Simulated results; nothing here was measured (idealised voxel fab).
Name of the process module below: voxel gate over fins
cross-section cut | 230 nm wide | cells 5 nm
A cross-section is a grid of square cells, given in bands from the top down. A band is one or more rows of cells. Each band's line starts with the height of the band's top and of its bottom, in nm. Then come its materials from left to right, each with its width in nm. One material with "everywhere" fills the band from edge to edge. "air" is empty space. Below 0: as-received wafer, all one material; heights counted from there. Lowest band: no bottom, goes on down, written "0 down". Top row gets the first number, bottom row gets the second, and each row in between changes by the same step: that is how a band width like "30..40" works. You'll sometimes find "remained the same" written for a step, and that's the way of saying that nowhere in the cross-section did a cell change during that step. Under "Catalogued sealed voids" you'll find the enclosed gaps, the ones with no way out to the top, that are 8 cells or bigger; each reads width x height at distance, with distance counted from the left edge, everything in nm. The remark found on a step's line after its settings is issued by the simulator itself and pertains to that step. If you see "overlay nm" on a step's line and that step has a mask, it's telling you how far right of where it was planned the mask ended up; a negative number means it went left instead. Before/after cross-section pairs, one process step each; after shown to lowest changed band; step and settings beneath. Pairs may be from different runs of this module on the same starting wafer; a pair continues from the one above only where its "Status quo ante" entry says so.
# Status quo ante
> 0 down: Si everywhere
> Catalogued sealed voids: none
# Sectional Result
> 10 to 0: SiN everywhere
> Below 0 it's all the same as before, nothing changed down there.
> Catalogued sealed voids: none
Connecting step for the cross-sections above: CONFORMAL_DEP: material SiN, thk nm 10
Status quo ante: Reference is made to the cross-section shown after the step in the pair directly above, which represents the state prior to this step.
# Sectional Result
> 25 to 10: air 65 nm, then resist 15 nm, then air 25 nm, then resist 15 nm, then air 25 nm, then resist 15 nm, then air 70 nm
> Below 10 it's all the same as before, nothing changed down there.
> Catalogued sealed voids: none
Connecting step for the cross-sections above: PATTERN: tone cover, mask id FINS, material resist, width nm 15, pitch nm 40, thk nm 15, overlay nm 0
Status quo ante: Reference is made to the cross-section shown after the step in the pair directly above, which represents the state prior to this step.
# Sectional Result
> 25 to 10: air 65 nm, then resist 15 nm, then air 25 nm, then resist 15 nm, then air 25 nm, then resist 15 nm, then air 70 nm
> 10 to 0: air 65 nm, then SiN 15 nm, then air 25 nm, then SiN 15 nm, then air 25 nm, then SiN 15 nm, then air 70 nm
> Below 0 it's all the same as before, nothing changed down there.
> Catalogued sealed voids: none
Connecting step for the cross-sections above: DIRECTIONAL_ETCH: etch materials SiN, depth nm 10
Status quo ante: Reference is made to the cross-section shown after the step in the pair directly above, which represents the state prior to this step.
# Sectional Result
> 25 to 10: air 65 nm, then resist 15 nm, then air 25 nm, then resist 15 nm, then air 25 nm, then resist 15 nm, then air 70 nm
> 10 to 0: air 65 nm, then SiN 15 nm, then air 25 nm, then SiN 15 nm, then air 25 nm, then SiN 15 nm, then air 70 nm
> 0 to -40: air 65 nm, then Si 15 nm, then air 25 nm, then Si 15 nm, then air 25 nm, then Si 15 nm, then air 70 nm
> Below -40 it's all the same as before, nothing changed down there.
> Catalogued sealed voids: none
Connecting step for the cross-sections above: DIRECTIONAL_ETCH: etch materials Si, depth nm 40
Status quo ante: Reference is made to the cross-section shown after the step in the pair directly above, which represents the state prior to this step.
# Sectional Result
> 10 to 0: air 65 nm, then SiN 15 nm, then air 25 nm, then SiN 15 nm, then air 25 nm, then SiN 15 nm, then air 70 nm
> Below 0 it's all the same as before, nothing changed down there.
> Catalogued sealed voids: none
Connecting step for the cross-sections above: STRIP: etch materials resist
Status quo ante: Reference is made to the cross-section shown after the step in the pair directly above, which represents the state prior to this step.
# Sectional Result
> 10 to 0: air 65 nm, then SiN 15 nm, then air 25 nm, then SiN 15 nm, then air 25 nm, then SiN 15 nm, then air 70 nm
> 0 to -40: air 65 nm, then SiO2 5 nm, then Si 5 nm, then SiO2 5 nm, then air 25 nm, then SiO2 5 nm, then Si 5 nm, then SiO2 5 nm, then air 25 nm, then SiO2 5 nm, then Si 5 nm, then SiO2 5 nm, then air 70 nm
> -40 to -45: SiO2 70 nm, then Si 5 nm, then SiO2 35 nm, then Si 5 nm, then SiO2 35 nm, then Si 5 nm, then SiO2 75 nm
> Below -45 it's all the same as before, nothing changed down there.
> Catalogued sealed voids: none
Connecting step for the cross-sections above: OXIDIZE: depth nm 5
Status quo ante: Reference is made to the cross-section shown after the step in the pair directly above, which represents the state prior to this step.
# Sectional Result
> 25 to 10: SiO2 everywhere
> 10 to 0: SiO2 65 nm, then SiN 15 nm, then SiO2 25 nm, then SiN 15 nm, then SiO2 25 nm, then SiN 15 nm, then SiO2 70 nm
> 0 to -45: SiO2 70 nm, then Si 5 nm, then SiO2 35 nm, then Si 5 nm, then SiO2 35 nm, then Si 5 nm, then SiO2 75 nm
> Below -45 it's all the same as before, nothing changed down there.
> Catalogued sealed voids: none
Connecting step for the cross-sections above: FILL_DEP: material SiO2, thk nm 15
Status quo ante: Reference is made to the cross-section shown after the step in the pair directly above, which represents the state prior to this step.
# Sectional Result
> 10 to 0: SiO2 65 nm, then SiN 15 nm, then SiO2 25 nm, then SiN 15 nm, then SiO2 25 nm, then SiN 15 nm, then SiO2 70 nm
> Below 0 it's all the same as before, nothing changed down there.
> Catalogued sealed voids: none
Connecting step for the cross-sections above: CMP: height nm 10
Status quo ante: Reference is made to the cross-section shown after the step in the pair directly above, which represents the state prior to this step.
# Sectional Result
> 10 to 0: air 65 nm, then SiN 15 nm, then air 25 nm, then SiN 15 nm, then air 25 nm, then SiN 15 nm, then air 70 nm
> 0 to -10: air 70 nm, then Si 5 nm, then air 35 nm, then Si 5 nm, then air 35 nm, then Si 5 nm, then air 75 nm
> Below -10 it's all the same as before, nothing changed down there.
> Catalogued sealed voids: none
Connecting step for the cross-sections above: SELECTIVE_ETCH: etch materials SiO2, depth nm 20
Status quo ante: Reference is made to the cross-section shown after the step in the pair directly above, which represents the state prior to this step.
# Sectional Result
> 0 to -10: air 70 nm, then Si 5 nm, then air 35 nm, then Si 5 nm, then air 35 nm, then Si 5 nm, then air 75 nm
> Below -10 it's all the same as before, nothing changed down there.
> Catalogued sealed voids: none
Connecting step for the cross-sections above: STRIP: etch materials SiN
Status quo ante: Reference is made to the cross-section shown after the step in the pair directly above, which represents the state prior to this step.
# Sectional Result
> 5 to 0: air 65 nm, then HfO2 15 nm, then air 25 nm, then HfO2 15 nm, then air 25 nm, then HfO2 15 nm, then air 70 nm
> 0 to -5: air 65 nm, then HfO2 5 nm, then Si 5 nm, then HfO2 5 nm, then air 25 nm, then HfO2 5 nm, then Si 5 nm, then HfO2 5 nm, then air 25 nm, then HfO2 5 nm, then Si 5 nm, then HfO2 5 nm, then air 70 nm
> -5 to -10: HfO2 70 nm, then Si 5 nm, then HfO2 35 nm, then Si 5 nm, then HfO2 35 nm, then Si 5 nm, then HfO2 75 nm
> Below -10 it's all the same as before, nothing changed down there.
> Catalogued sealed voids: none
Connecting step for the cross-sections above: CONFORMAL_DEP: material HfO2, thk nm 5
Status quo ante: Reference is made to the cross-section shown after the step in the pair directly above, which represents the state prior to this step.
# Sectional Result
> 10 to 5: air 60 nm, then TiN 25 nm, then air 15 nm, then TiN 25 nm, then air 15 nm, then TiN 25 nm, then air 65 nm
> 5 to 0: air 60 nm, then TiN 5 nm, then HfO2 15 nm, then TiN 5 nm, then air 15 nm, then TiN 5 nm, then HfO2 15 nm, then TiN 5 nm, then air 15 nm, then TiN 5 nm, then HfO2 15 nm, then TiN 5 nm, then air 65 nm
> 0 to -5: TiN 65 nm, then HfO2 5 nm, then Si 5 nm, then HfO2 5 nm, then TiN 25 nm, then HfO2 5 nm, then Si 5 nm, then HfO2 5 nm, then TiN 25 nm, then HfO2 5 nm, then Si 5 nm, then HfO2 5 nm, then TiN 70 nm
> Below -5 it's all the same as before, nothing changed down there.
> Catalogued sealed voids: none
Connecting step for the cross-sections above: CONFORMAL_DEP: material TiN, thk nm 5
Status quo ante: Reference is made to the cross-section shown after the step in the pair directly above, which represents the state prior to this step.
# Sectional Result
> 15 to 10: air 55 nm, then TiAl 35 nm, then air 5 nm, then TiAl 35 nm, then air 5 nm, then TiAl 35 nm, then air 60 nm
> 10 to 5: air 55 nm, then TiAl 5 nm, then TiN 25 nm, then TiAl 5 nm, then air 5 nm, then TiAl 5 nm, then TiN 25 nm, then TiAl 5 nm, then air 5 nm, then TiAl 5 nm, then TiN 25 nm, then TiAl 5 nm, then air 60 nm
> 5 to 0: TiAl 60 nm, then TiN 5 nm, then HfO2 15 nm, then TiN 5 nm, then TiAl 15 nm, then TiN 5 nm, then HfO2 15 nm, then TiN 5 nm, then TiAl 15 nm, then TiN 5 nm, then HfO2 15 nm, then TiN 5 nm, then TiAl 65 nm
> Below 0 it's all the same as before, nothing changed down there.
> Catalogued sealed voids: none
Connecting step for the cross-sections above: CONFORMAL_DEP: material TiAl, thk nm 5
Status quo ante: Reference is made to the cross-section shown after the step in the pair directly above, which represents the state prior to this step.
# Sectional Result
> 20 to 15: air 50 nm, then TiN 125 nm, then air 55 nm
> 15 to 10: air 50 nm, then TiN 5 nm, then TiAl 35 nm, then TiN 5 nm, then TiAl 35 nm, then TiN 5 nm, then TiAl 35 nm, then TiN 5 nm, then air 55 nm
> 10 to 5: TiN 55 nm, then TiAl 5 nm, then TiN 25 nm, then TiAl 5 nm, then TiN 5 nm, then TiAl 5 nm, then TiN 25 nm, then TiAl 5 nm, then TiN 5 nm, then TiAl 5 nm, then TiN 25 nm, then TiAl 5 nm, then TiN 60 nm
> Below 5 it's all the same as before, nothing changed down there.
> Catalogued sealed voids: none
Connecting step for the cross-sections above: CONFORMAL_DEP: material TiN, thk nm 5
Status quo ante: Reference is made to the cross-section shown after the step in the pair directly above, which represents the state prior to this step.
# Sectional Result
> 30 to 20: W everywhere
> 20 to 15: W 50 nm, then TiN 125 nm, then W 55 nm
> 15 to 10: W 50 nm, then TiN 5 nm, then TiAl 35 nm, then TiN 5 nm, then TiAl 35 nm, then TiN 5 nm, then TiAl 35 nm, then TiN 5 nm, then W 55 nm
> Below 10 it's all the same as before, nothing changed down there.
> Catalogued sealed voids: none
Connecting step for the cross-sections above: FILL_DEP: material W, thk nm 10
Status quo ante: Reference is made to the cross-section shown after the step in the pair directly above, which represents the state prior to this step.
# Sectional Result
> 25 to 20: W everywhere
> Below 20 it's all the same as before, nothing changed down there.
> Catalogued sealed voids: none
Connecting step for the cross-sections above: CMP: height nm 25
Status quo ante: Reference is made to the cross-section shown after the step in the pair directly above, which represents the state prior to this step.
# Sectional Result
> 30 to 25: SiCN everywhere
> Below 25 it's all the same as before, nothing changed down there.
> Catalogued sealed voids: none
Connecting step for the cross-sections above: CONFORMAL_DEP: material SiCN, thk nm 5
# Status quo ante
> 5 to 0: air 65 nm, then HfO2 15 nm, then air 25 nm, then HfO2 15 nm, then air 25 nm, then HfO2 15 nm, then air 70 nm
> 0 to -5: air 65 nm, then HfO2 5 nm, then Si 5 nm, then HfO2 5 nm, then air 25 nm, then HfO2 5 nm, then Si 5 nm, then HfO2 5 nm, then air 25 nm, then HfO2 5 nm, then Si 5 nm, then HfO2 5 nm, then air 70 nm
> -5 to -10: HfO2 70 nm, then Si 5 nm, then HfO2 35 nm, then Si 5 nm, then HfO2 35 nm, then Si 5 nm, then HfO2 75 nm
> -10 to -45: SiO2 70 nm, then Si 5 nm, then SiO2 35 nm, then Si 5 nm, then SiO2 35 nm, then Si 5 nm, then SiO2 75 nm
> -45 down: Si everywhere
> Catalogued sealed voids: none
# Sectional Result
> 10 to 5: air 60 nm, then TiAl 25 nm, then air 15 nm, then TiAl 25 nm, then air 15 nm, then TiAl 25 nm, then air 65 nm
> 5 to 0: air 60 nm, then TiAl 5 nm, then HfO2 15 nm, then TiAl 5 nm, then air 15 nm, then TiAl 5 nm, then HfO2 15 nm, then TiAl 5 nm, then air 15 nm, then TiAl 5 nm, then HfO2 15 nm, then TiAl 5 nm, then air 65 nm
> 0 to -5: TiAl 65 nm, then HfO2 5 nm, then Si 5 nm, then HfO2 5 nm, then TiAl 25 nm, then HfO2 5 nm, then Si 5 nm, then HfO2 5 nm, then TiAl 25 nm, then HfO2 5 nm, then Si 5 nm, then HfO2 5 nm, then TiAl 70 nm
> Below -5 it's all the same as before, nothing changed down there.
> Catalogued sealed voids: none
Connecting step for the cross-sections above: CONFORMAL_DEP: material TiAl, thk nm 5
Status quo ante: Reference is made to the cross-section shown after the step in the pair directly above, which represents the state prior to this step.
# Sectional Result
> 15 to 10: air 55 nm, then TiN 35 nm, then air 5 nm, then TiN 35 nm, then air 5 nm, then TiN 35 nm, then air 60 nm
> 10 to 5: air 55 nm, then TiN 5 nm, then TiAl 25 nm, then TiN 5 nm, then air 5 nm, then TiN 5 nm, then TiAl 25 nm, then TiN 5 nm, then air 5 nm, then TiN 5 nm, then TiAl 25 nm, then TiN 5 nm, then air 60 nm
> 5 to 0: TiN 60 nm, then TiAl 5 nm, then HfO2 15 nm, then TiAl 5 nm, then TiN 15 nm, then TiAl 5 nm, then HfO2 15 nm, then TiAl 5 nm, then TiN 15 nm, then TiAl 5 nm, then HfO2 15 nm, then TiAl 5 nm, then TiN 65 nm
> Below 0 it's all the same as before, nothing changed down there.
> Catalogued sealed voids: none
Connecting step for the cross-sections above: CONFORMAL_DEP: material TiN, thk nm 5
Status quo ante: Reference is made to the cross-section shown after the step in the pair directly above, which represents the state prior to this step.
# Sectional Result
> 25 to 15: W everywhere
> 15 to 10: W 55 nm, then TiN 35 nm, then W 5 nm, then TiN 35 nm, then W 5 nm, then TiN 35 nm, then W 60 nm
> 10 to 5: W 55 nm, then TiN 5 nm, then TiAl 25 nm, then TiN 5 nm, then W 5 nm, then TiN 5 nm, then TiAl 25 nm, then TiN 5 nm, then W 5 nm, then TiN 5 nm, then TiAl 25 nm, then TiN 5 nm, then W 60 nm
> Below 5 it's all the same as before, nothing changed down there.
> Catalogued sealed voids: none
Connecting step for the cross-sections above: FILL_DEP: material W, thk nm 10
Status quo ante: Reference is made to the cross-section shown after the step in the pair directly above, which represents the state prior to this step.
# Sectional Result
> 30 to 25: SiCN everywhere
> Below 25 it's all the same as before, nothing changed down there.
> Catalogued sealed voids: none
Connecting step for the cross-sections above: CONFORMAL_DEP: material SiCN, thk nm 5
# Status quo ante
> 10 to 0: air 65 nm, then SiN 15 nm, then air 25 nm, then SiN 15 nm, then air 25 nm, then SiN 15 nm, then air 70 nm
> 0 to -10: air 70 nm, then Si 5 nm, then air 35 nm, then Si 5 nm, then air 35 nm, then Si 5 nm, then air 75 nm
> -10 to -45: SiO2 70 nm, then Si 5 nm, then SiO2 35 nm, then Si 5 nm, then SiO2 35 nm, then Si 5 nm, then SiO2 75 nm
> -45 down: Si everywhere
> Catalogued sealed voids: none
# Sectional Result
> 10 to 0: air 65 nm, then SiN 15 nm, then air 25 nm, then SiN 15 nm, then air 25 nm, then SiN 15 nm, then air 70 nm
> 0 to -30: air 70 nm, then Si 5 nm, then air 35 nm, then Si 5 nm, then air 35 nm, then Si 5 nm, then air 75 nm
> Below -30 it's all the same as before, nothing changed down there.
> Catalogued sealed voids: none
Connecting step for the cross-sections above: SELECTIVE_ETCH: etch materials SiO2, depth nm 20
Status quo ante: Reference is made to the cross-section shown after the step in the pair directly above, which represents the state prior to this step.
# Sectional Result
> 0 to -30: air 70 nm, then Si 5 nm, then air 35 nm, then Si 5 nm, then air 35 nm, then Si 5 nm, then air 75 nm
> Below -30 it's all the same as before, nothing changed down there.
> Catalogued sealed voids: none
Connecting step for the cross-sections above: STRIP: etch materials SiN
Status quo ante: Reference is made to the cross-section shown after the step in the pair directly above, which represents the state prior to this step.
# Sectional Result
> 5 to 0: air 65 nm, then HfO2 15 nm, then air 25 nm, then HfO2 15 nm, then air 25 nm, then HfO2 15 nm, then air 70 nm
> 0 to -25: air 65 nm, then HfO2 5 nm, then Si 5 nm, then HfO2 5 nm, then air 25 nm, then HfO2 5 nm, then Si 5 nm, then HfO2 5 nm, then air 25 nm, then HfO2 5 nm, then Si 5 nm, then HfO2 5 nm, then air 70 nm
> -25 to -30: HfO2 70 nm, then Si 5 nm, then HfO2 35 nm, then Si 5 nm, then HfO2 35 nm, then Si 5 nm, then HfO2 75 nm
> Below -30 it's all the same as before, nothing changed down there.
> Catalogued sealed voids: none
Connecting step for the cross-sections above: CONFORMAL_DEP: material HfO2, thk nm 5
Status quo ante: Reference is made to the cross-section shown after the step in the pair directly above, which represents the state prior to this step.
# Sectional Result
> 10 to 5: air 60 nm, then TiN 25 nm, then air 15 nm, then TiN 25 nm, then air 15 nm, then TiN 25 nm, then air 65 nm
> 5 to 0: air 60 nm, then TiN 5 nm, then HfO2 15 nm, then TiN 5 nm, then air 15 nm, then TiN 5 nm, then HfO2 15 nm, then TiN 5 nm, then air 15 nm, then TiN 5 nm, then HfO2 15 nm, then TiN 5 nm, then air 65 nm
> 0 to -20: air 60 nm, then TiN 5 nm, then HfO2 5 nm, then Si 5 nm, then HfO2 5 nm, then TiN 5 nm, then air 15 nm, then TiN 5 nm, then HfO2 5 nm, then Si 5 nm, then HfO2 5 nm, then TiN 5 nm, then air 15 nm, then TiN 5 nm, then HfO2 5 nm, then Si 5 nm, then HfO2 5 nm, then TiN 5 nm, then air 65 nm
> -20 to -25: TiN 65 nm, then HfO2 5 nm, then Si 5 nm, then HfO2 5 nm, then TiN 25 nm, then HfO2 5 nm, then Si 5 nm, then HfO2 5 nm, then TiN 25 nm, then HfO2 5 nm, then Si 5 nm, then HfO2 5 nm, then TiN 70 nm
> Below -25 it's all the same as before, nothing changed down there.
> Catalogued sealed voids: none
Connecting step for the cross-sections above: CONFORMAL_DEP: material TiN, thk nm 5
Status quo ante: Reference is made to the cross-section shown after the step in the pair directly above, which represents the state prior to this step.
# Sectional Result
> 15 to 10: air 55 nm, then TiAl 35 nm, then air 5 nm, then TiAl 35 nm, then air 5 nm, then TiAl 35 nm, then air 60 nm
> 10 to 5: air 55 nm, then TiAl 5 nm, then TiN 25 nm, then TiAl 5 nm, then air 5 nm, then TiAl 5 nm, then TiN 25 nm, then TiAl 5 nm, then air 5 nm, then TiAl 5 nm, then TiN 25 nm, then TiAl 5 nm, then air 60 nm
> 5 to 0: air 55 nm, then TiAl 5 nm, then TiN 5 nm, then HfO2 15 nm, then TiN 5 nm, then TiAl 5 nm, then air 5 nm, then TiAl 5 nm, then TiN 5 nm, then HfO2 15 nm, then TiN 5 nm, then TiAl 5 nm, then air 5 nm, then TiAl 5 nm, then TiN 5 nm, then HfO2 15 nm, then TiN 5 nm, then TiAl 5 nm, then air 60 nm
> 0 to -15: air 55 nm, then TiAl 5 nm, then TiN 5 nm, then HfO2 5 nm, then Si 5 nm, then HfO2 5 nm, then TiN 5 nm, then TiAl 5 nm, then air 5 nm, then TiAl 5 nm, then TiN 5 nm, then HfO2 5 nm, then Si 5 nm, then HfO2 5 nm, then TiN 5 nm, then TiAl 5 nm, then air 5 nm, then TiAl 5 nm, then TiN 5 nm, then HfO2 5 nm, then Si 5 nm, then HfO2 5 nm, then TiN 5 nm, then TiAl 5 nm, then air 60 nm
> -15 to -20: TiAl 60 nm, then TiN 5 nm, then HfO2 5 nm, then Si 5 nm, then HfO2 5 nm, then TiN 5 nm, then TiAl 15 nm, then TiN 5 nm, then HfO2 5 nm, then Si 5 nm, then HfO2 5 nm, then TiN 5 nm, then TiAl 15 nm, then TiN 5 nm, then HfO2 5 nm, then Si 5 nm, then HfO2 5 nm, then TiN 5 nm, then TiAl 65 nm
> Below -20 it's all the same as before, nothing changed down there.
> Catalogued sealed voids: none
Connecting step for the cross-sections above: CONFORMAL_DEP: material TiAl, thk nm 5
Status quo ante: Reference is made to the cross-section shown after the step in the pair directly above, which represents the state prior to this step.
# Sectional Result
> 20 to 15: air 50 nm, then TiN 125 nm, then air 55 nm
> 15 to 10: air 50 nm, then TiN 5 nm, then TiAl 35 nm, then TiN 5 nm, then TiAl 35 nm, then TiN 5 nm, then TiAl 35 nm, then TiN 5 nm, then air 55 nm
> 10 to 5: air 50 nm, then TiN 5 nm, then TiAl 5 nm, then TiN 25 nm, then TiAl 5 nm, then TiN 5 nm, then TiAl 5 nm, then TiN 25 nm, then TiAl 5 nm, then TiN 5 nm, then TiAl 5 nm, then TiN 25 nm, then TiAl 5 nm, then TiN 5 nm, then air 55 nm
> 5 to 0: air 50 nm, then TiN 5 nm, then TiAl 5 nm, then TiN 5 nm, then HfO2 15 nm, then TiN 5 nm, then TiAl 5 nm, then TiN 5 nm, then TiAl 5 nm, then TiN 5 nm, then HfO2 15 nm, then TiN 5 nm, then TiAl 5 nm, then TiN 5 nm, then TiAl 5 nm, then TiN 5 nm, then HfO2 15 nm, then TiN 5 nm, then TiAl 5 nm, then TiN 5 nm, then air 55 nm
> 0 to -10: air 50 nm, then TiN 5 nm, then TiAl 5 nm, then TiN 5 nm, then HfO2 5 nm, then Si 5 nm, then HfO2 5 nm, then TiN 5 nm, then TiAl 5 nm, then TiN 5 nm, then TiAl 5 nm, then TiN 5 nm, then HfO2 5 nm, then Si 5 nm, then HfO2 5 nm, then TiN 5 nm, then TiAl 5 nm, then TiN 5 nm, then TiAl 5 nm, then TiN 5 nm, then HfO2 5 nm, then Si 5 nm, then HfO2 5 nm, then TiN 5 nm, then TiAl 5 nm, then TiN 5 nm, then air 55 nm
> -10 to -15: TiN 55 nm, then TiAl 5 nm, then TiN 5 nm, then HfO2 5 nm, then Si 5 nm, then HfO2 5 nm, then TiN 5 nm, then TiAl 5 nm, then TiN 5 nm, then TiAl 5 nm, then TiN 5 nm, then HfO2 5 nm, then Si 5 nm, then HfO2 5 nm, then TiN 5 nm, then TiAl 5 nm, then TiN 5 nm, then TiAl 5 nm, then TiN 5 nm, then HfO2 5 nm, then Si 5 nm, then HfO2 5 nm, then TiN 5 nm, then TiAl 5 nm, then TiN 60 nm
> Below -15 it's all the same as before, nothing changed down there.
> Catalogued sealed voids: none
Connecting step for the cross-sections above: CONFORMAL_DEP: material TiN, thk nm 5
Status quo ante: Reference is made to the cross-section shown after the step in the pair directly above, which represents the state prior to this step.
# Sectional Result
> 30 to 20: W everywhere
> 20 to 15: W 50 nm, then TiN 125 nm, then W 55 nm
> 15 to 10: W 50 nm, then TiN 5 nm, then TiAl 35 nm, then TiN 5 nm, then TiAl 35 nm, then TiN 5 nm, then TiAl 35 nm, then TiN 5 nm, then W 55 nm
> 10 to 5: W 50 nm, then TiN 5 nm, then TiAl 5 nm, then TiN 25 nm, then TiAl 5 nm, then TiN 5 nm, then TiAl 5 nm, then TiN 25 nm, then TiAl 5 nm, then TiN 5 nm, then TiAl 5 nm, then TiN 25 nm, then TiAl 5 nm, then TiN 5 nm, then W 55 nm
> 5 to 0: W 50 nm, then TiN 5 nm, then TiAl 5 nm, then TiN 5 nm, then HfO2 15 nm, then TiN 5 nm, then TiAl 5 nm, then TiN 5 nm, then TiAl 5 nm, then TiN 5 nm, then HfO2 15 nm, then TiN 5 nm, then TiAl 5 nm, then TiN 5 nm, then TiAl 5 nm, then TiN 5 nm, then HfO2 15 nm, then TiN 5 nm, then TiAl 5 nm, then TiN 5 nm, then W 55 nm
> 0 to -10: W 50 nm, then TiN 5 nm, then TiAl 5 nm, then TiN 5 nm, then HfO2 5 nm, then Si 5 nm, then HfO2 5 nm, then TiN 5 nm, then TiAl 5 nm, then TiN 5 nm, then TiAl 5 nm, then TiN 5 nm, then HfO2 5 nm, then Si 5 nm, then HfO2 5 nm, then TiN 5 nm, then TiAl 5 nm, then TiN 5 nm, then TiAl 5 nm, then TiN 5 nm, then HfO2 5 nm, then Si 5 nm, then HfO2 5 nm, then TiN 5 nm, then TiAl 5 nm, then TiN 5 nm, then W 55 nm
> Below -10 it's all the same as before, nothing changed down there.
> Catalogued sealed voids: none
Connecting step for the cross-sections above: FILL_DEP: material W, thk nm 10
Status quo ante: Reference is made to the cross-section shown after the step in the pair directly above, which represents the state prior to this step.
# Sectional Result
> 25 to 20: W everywhere
> Below 20 it's all the same as before, nothing changed down there.
> Catalogued sealed voids: none
Connecting step for the cross-sections above: CMP: height nm 25
Status quo ante: Reference is made to the cross-section shown after the step in the pair directly above, which represents the state prior to this step.
# Sectional Result
> 30 to 25: SiCN everywhere
> Below 25 it's all the same as before, nothing changed down there.
> Catalogued sealed voids: none
Connecting step for the cross-sections above: CONFORMAL_DEP: material SiCN, thk nm 5
# Status quo ante
> 10 to 0: SiO2 65 nm, then SiN 15 nm, then SiO2 25 nm, then SiN 15 nm, then SiO2 25 nm, then SiN 15 nm, then SiO2 70 nm
> 0 to -45: SiO2 70 nm, then Si 5 nm, then SiO2 35 nm, then Si 5 nm, then SiO2 35 nm, then Si 5 nm, then SiO2 75 nm
> -45 down: Si everywhere
> Catalogued sealed voids: none
# Sectional Result
> 10 to 0: SiO2 65 nm, then air 15 nm, then SiO2 25 nm, then air 15 nm, then SiO2 25 nm, then air 15 nm, then SiO2 70 nm
> Below 0 it's all the same as before, nothing changed down there.
> Catalogued sealed voids: none
Connecting step for the cross-sections above: STRIP: etch materials SiN
Status quo ante: Reference is made to the cross-section shown after the step in the pair directly above, which represents the state prior to this step.
# Sectional Result
> 0 to -10: air 70 nm, then Si 5 nm, then air 35 nm, then Si 5 nm, then air 35 nm, then Si 5 nm, then air 75 nm
> -10 to -20: SiO2 45 nm, then air 25 nm, then Si 5 nm, then air 35 nm, then Si 5 nm, then air 35 nm, then Si 5 nm, then air 25 nm, then SiO2 50 nm
> Below -20 it's all the same as before, nothing changed down there.
> Catalogued sealed voids: none
Connecting step for the cross-sections above: SELECTIVE_ETCH: etch materials SiO2, depth nm 20
Status quo ante: Reference is made to the cross-section shown after the step in the pair directly above, which represents the state prior to this step.
# Sectional Result
> 5 to 0: air 65 nm, then HfO2 15 nm, then air 25 nm, then HfO2 15 nm, then air 25 nm, then HfO2 15 nm, then air 70 nm
> 0 to -5: air 65 nm, then HfO2 5 nm, then Si 5 nm, then HfO2 5 nm, then air 25 nm, then HfO2 5 nm, then Si 5 nm, then HfO2 5 nm, then air 25 nm, then HfO2 5 nm, then Si 5 nm, then HfO2 5 nm, then air 70 nm
> -5 to -10: HfO2 50 nm, then air 15 nm, then HfO2 5 nm, then Si 5 nm, then HfO2 5 nm, then air 25 nm, then HfO2 5 nm, then Si 5 nm, then HfO2 5 nm, then air 25 nm, then HfO2 5 nm, then Si 5 nm, then HfO2 5 nm, then air 15 nm, then HfO2 55 nm
> -10 to -15: SiO2 45 nm, then HfO2 5 nm, then air 15 nm, then HfO2 5 nm, then Si 5 nm, then HfO2 5 nm, then air 25 nm, then HfO2 5 nm, then Si 5 nm, then HfO2 5 nm, then air 25 nm, then HfO2 5 nm, then Si 5 nm, then HfO2 5 nm, then air 15 nm, then HfO2 5 nm, then SiO2 50 nm
> -15 to -20: SiO2 45 nm, then HfO2 25 nm, then Si 5 nm, then HfO2 35 nm, then Si 5 nm, then HfO2 35 nm, then Si 5 nm, then HfO2 25 nm, then SiO2 50 nm
> Below -20 it's all the same as before, nothing changed down there.
> Catalogued sealed voids: none
Connecting step for the cross-sections above: CONFORMAL_DEP: material HfO2, thk nm 5
Status quo ante: Reference is made to the cross-section shown after the step in the pair directly above, which represents the state prior to this step.
# Sectional Result
> 10 to 5: air 60 nm, then TiN 25 nm, then air 15 nm, then TiN 25 nm, then air 15 nm, then TiN 25 nm, then air 65 nm
> 5 to 0: air 60 nm, then TiN 5 nm, then HfO2 15 nm, then TiN 5 nm, then air 15 nm, then TiN 5 nm, then HfO2 15 nm, then TiN 5 nm, then air 15 nm, then TiN 5 nm, then HfO2 15 nm, then TiN 5 nm, then air 65 nm
> 0 to -5: TiN 55 nm, then air 5 nm, then TiN 5 nm, then HfO2 5 nm, then Si 5 nm, then HfO2 5 nm, then TiN 5 nm, then air 15 nm, then TiN 5 nm, then HfO2 5 nm, then Si 5 nm, then HfO2 5 nm, then TiN 5 nm, then air 15 nm, then TiN 5 nm, then HfO2 5 nm, then Si 5 nm, then HfO2 5 nm, then TiN 5 nm, then air 5 nm, then TiN 60 nm
> -5 to -10: HfO2 50 nm, then TiN 5 nm, then air 5 nm, then TiN 5 nm, then HfO2 5 nm, then Si 5 nm, then HfO2 5 nm, then TiN 5 nm, then air 15 nm, then TiN 5 nm, then HfO2 5 nm, then Si 5 nm, then HfO2 5 nm, then TiN 5 nm, then air 15 nm, then TiN 5 nm, then HfO2 5 nm, then Si 5 nm, then HfO2 5 nm, then TiN 5 nm, then air 5 nm, then TiN 5 nm, then HfO2 55 nm
> -10 to -15: SiO2 45 nm, then HfO2 5 nm, then TiN 15 nm, then HfO2 5 nm, then Si 5 nm, then HfO2 5 nm, then TiN 25 nm, then HfO2 5 nm, then Si 5 nm, then HfO2 5 nm, then TiN 25 nm, then HfO2 5 nm, then Si 5 nm, then HfO2 5 nm, then TiN 15 nm, then HfO2 5 nm, then SiO2 50 nm
> Below -15 it's all the same as before, nothing changed down there.
> Catalogued sealed voids: none
Connecting step for the cross-sections above: CONFORMAL_DEP: material TiN, thk nm 5
